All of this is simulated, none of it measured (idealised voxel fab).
The following is a process module called voxel gate over fins.
cross-section cut | 175 nm wide | cells 5 nm
Think of the cross-section as a grid of square cells. We describe it in bands, top to bottom, and each band covers one or more rows of those cells. Heights first: top, then bottom, in nm. Then materials, left to right, each with a width in nm. "all across" on a single material: fills the band edge to edge. "blank": empty space. Heads up on the height convention: 0 is the point under which the incoming wafer is all one material, and the lowest band has no bottom, it just keeps going down, like "0 and below". So if you see something like "30 to 40" for the width, read it as the top row of the band sitting at the first number and the bottom row at the second, with every row in between moving by the same amount as the last. When a step is marked "all unchanged", none of the cells in the cross-section changed during that step. Each empty space that has no open way to the top and spans at least 8 cells appears under "Closed void listing" as width x height at distance, the distance counted from the left edge, all in nm. It should be noted that, on the line of a given step, the content following the step's settings is a remark produced by the simulator itself with respect to that step. "overlay nm" denotes, for a step that has a mask, the displacement of the mask to the right of its planned place, with negative values corresponding to the left.
# So here's the lineup of process steps we planned
1) op RECEIVE | material Si
2) op CONFORMAL_DEP | material SiN | thk nm 10
3) op MASKED_ETCH | tone cover | mask id FINS | width nm 15 | pitch nm 35 | etch materials SiN | depth nm 10 | overlay nm 0
4) op MASKED_ETCH | tone cover | mask id FINS | width nm 15 | pitch nm 35 | etch materials Si | depth nm 35 | overlay nm 0
5) op OXIDIZE | depth nm 5
6) op FILL_DEP | material SiO2 | thk nm 15
7) op CMP | height nm 10
8) op SELECTIVE_ETCH | etch materials SiO2 | depth nm 20
9) op STRIP | etch materials SiN
10) op CONFORMAL_DEP | material HfO2 | thk nm 5
11) op CONFORMAL_DEP | material TiN | thk nm 5
12) op FILL_DEP | material W | thk nm 10
13) op CMP | height nm 15
14) op CONFORMAL_DEP | material SiN | thk nm 10
# Here's what the wafer looked like in cross-section when it arrived - that's after step 1
  0 and below | Si all across
  Closed void listing: none
# Cross-section, first of two wafers, end of module, run as planned
  25 down to 15 | SiN all across
  15 down to 10 | W all across
  10 down to 5 | 20 nm W, 25 nm TiN, 10 nm W, 25 nm TiN, 10 nm W, 25 nm TiN, 10 nm W, 25 nm TiN, 25 nm W
  5 down to 0 | 20 nm W, 5 nm TiN, 15 nm HfO2, 5 nm TiN, 10 nm W, 5 nm TiN, 15 nm HfO2, 5 nm TiN, 10 nm W, 5 nm TiN, 15 nm HfO2, 5 nm TiN, 10 nm W, 5 nm TiN, 15 nm HfO2, 5 nm TiN, 25 nm W
  0 down to -5 | 25 nm TiN, 5 nm HfO2, 5 nm Si, 5 nm HfO2, 20 nm TiN, 5 nm HfO2, 5 nm Si, 5 nm HfO2, 20 nm TiN, 5 nm HfO2, 5 nm Si, 5 nm HfO2, 20 nm TiN, 5 nm HfO2, 5 nm Si, 5 nm HfO2, 30 nm TiN
  -5 down to -10 | 30 nm HfO2, 5 nm Si, 30 nm HfO2, 5 nm Si, 30 nm HfO2, 5 nm Si, 30 nm HfO2, 5 nm Si, 35 nm HfO2
  -10 down to -40 | 30 nm SiO2, 5 nm Si, 30 nm SiO2, 5 nm Si, 30 nm SiO2, 5 nm Si, 30 nm SiO2, 5 nm Si, 35 nm SiO2
  -40 and below | Si all across
  Closed void listing: none
# Second wafer through the module, sectioned at the end: same beginning and same plan as the first wafer, with one mistake in carrying it out
  25 down to 15 | SiN all across
  15 down to 10 | W all across
  10 down to 5 | 20 nm W, 25 nm TiN, 10 nm W, 25 nm TiN, 10 nm W, 25 nm TiN, 10 nm W, 25 nm TiN, 25 nm W
  5 down to 0 | 20 nm W, 5 nm TiN, 15 nm HfO2, 5 nm TiN, 10 nm W, 5 nm TiN, 15 nm HfO2, 5 nm TiN, 10 nm W, 5 nm TiN, 15 nm HfO2, 5 nm TiN, 10 nm W, 5 nm TiN, 15 nm HfO2, 5 nm TiN, 25 nm W
  0 down to -5 | 25 nm TiN, 5 nm HfO2, 5 nm Si, 5 nm HfO2, 20 nm TiN, 5 nm HfO2, 5 nm Si, 5 nm HfO2, 20 nm TiN, 5 nm HfO2, 5 nm Si, 5 nm HfO2, 20 nm TiN, 5 nm HfO2, 5 nm Si, 5 nm HfO2, 30 nm TiN
  -5 down to -10 | 30 nm HfO2, 5 nm Si, 30 nm HfO2, 5 nm Si, 30 nm HfO2, 5 nm Si, 30 nm HfO2, 5 nm Si, 35 nm HfO2
  -10 down to -50 | 30 nm SiO2, 5 nm Si, 30 nm SiO2, 5 nm Si, 30 nm SiO2, 5 nm Si, 30 nm SiO2, 5 nm Si, 35 nm SiO2
  -50 and below | Si all across
  Closed void listing: none
Nonconformance to the process plan: step 4, actual vs plan mismatch, actual run op MASKED_ETCH | tone cover | mask id FINS | width nm 15 | pitch nm 35 | etch materials Si | depth nm 45 | overlay nm 0
Materials where the second wafer ends with more or fewer cells than the first: -62 Si | +62 SiO2
